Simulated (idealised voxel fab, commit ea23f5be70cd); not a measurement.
Process module name: voxel trench capacitor
The cross-section shown here is cut; it is 165 nm wide and divided into square cells measuring 5 nm on a side.
Bands, listed from the top down, are how a cross-section gets written in this document; the cross-section itself is a grid of square cells, and a band is one or more rows of them. First you get the band's top height and its bottom height, in nm, and then the materials it's made of, left to right, with each width in nm. If you see a single material with "edge to edge", that one covers the band edge to edge. "blank" is empty space. Beneath 0, the wafer as received is one material, and that level is where height counting begins. The lowest band goes on downward without a bottom; it is written like "from 0 down". Top row gets the first number, bottom row gets the second, and each row in between changes by the same step: that is how a band width like "30 to 40" works. When a step is marked "remains unaltered", none of the cells in the cross-section changed during that step. "Trapped void list" lists enclosed empty spaces (at least 8 cells, no open path upward to the top), each as width x height at distance from the left edge, in nm. Step line, after settings: the simulator's comment on this step. "overlay nm" denotes, for a step that has a mask, the displacement of the mask to the right of its planned place, with negative values corresponding to the left.

Steps in the process plan
1: RECEIVE,material Si
2: CONFORMAL_DEP,material SiN,thk nm 10
3: MASKED_ETCH,tone open,mask id TRENCH,width nm 30,pitch nm 60,etch materials SiN,depth nm 10,overlay nm 0
4: MASKED_ETCH,tone open,mask id TRENCH,width nm 30,pitch nm 60,etch materials Si,depth nm 35,overlay nm -15
5: CONFORMAL_DEP,material Al2O3,thk nm 5
6: CONFORMAL_DEP,material TiN,thk nm 5
7: FILL_DEP,material W,thk nm 10
8: CMP,height nm 10
Across this set of wafers, the varied parameter is the overlay nm of step 4. Starting conditions are identical for every wafer, and the plan reports the value assigned to the first wafer.

As received, i.e. after step 1: cross-section through the first of several wafers
    from 0 down: Si edge to edge
    Trapped void list: none

First of several wafers in cross-section at module end, following the final step, step 8
    from 10 to 0: SiN 35  Al2O3 5  TiN 20 to 5  Al2O3 5 to 20  SiN 30  Al2O3 5  TiN 20 to 5  Al2O3 5 to 20  SiN 40
    from 0 to -30: Si 35  Al2O3 5  TiN 5  Al2O3 5  Si 45  Al2O3 5  TiN 5  Al2O3 5  Si 55
    from -30 to -35: Si 35  Al2O3 15  Si 45  Al2O3 15  Si 55
    from -35 down: Si edge to edge
    Trapped void list: none

Cross-section, last wafer, module completion
    from 10 to 0: SiN 35  Al2O3 5 to 20  TiN 20 to 5  Al2O3 5  SiN 30  Al2O3 5 to 20  TiN 20 to 5  Al2O3 5  SiN 40
    from 0 to -30: Si 50  Al2O3 5  TiN 5  Al2O3 5  Si 45  Al2O3 5  TiN 5  Al2O3 5  Si 40
    from -30 to -35: Si 50  Al2O3 15  Si 45  Al2O3 15  Si 40
    from -35 down: Si edge to edge
    Trapped void list: none

Below: a row per wafer. Contents at end of module: for every material, cells gained since receipt (+) or lost since receipt (-); then closed voids
overlay nm -15, +44 Al2O3, -42 Si, +42 SiN, +22 TiN, Trapped void list: none
overlay nm -10, +44 Al2O3, -56 Si, +42 SiN, +36 TiN, Trapped void list: none
overlay nm -5, +44 Al2O3, -70 Si, +42 SiN, +36 TiN, +14 W, Trapped void list: none
overlay nm 0, +44 Al2O3, -84 Si, +42 SiN, +36 TiN, +28 W, Trapped void list: none
overlay nm 5, +44 Al2O3, -70 Si, +42 SiN, +36 TiN, +14 W, Trapped void list: none
overlay nm 10, +44 Al2O3, -56 Si, +42 SiN, +36 TiN, Trapped void list: none
overlay nm 15, +44 Al2O3, -42 Si, +42 SiN, +22 TiN, Trapped void list: none
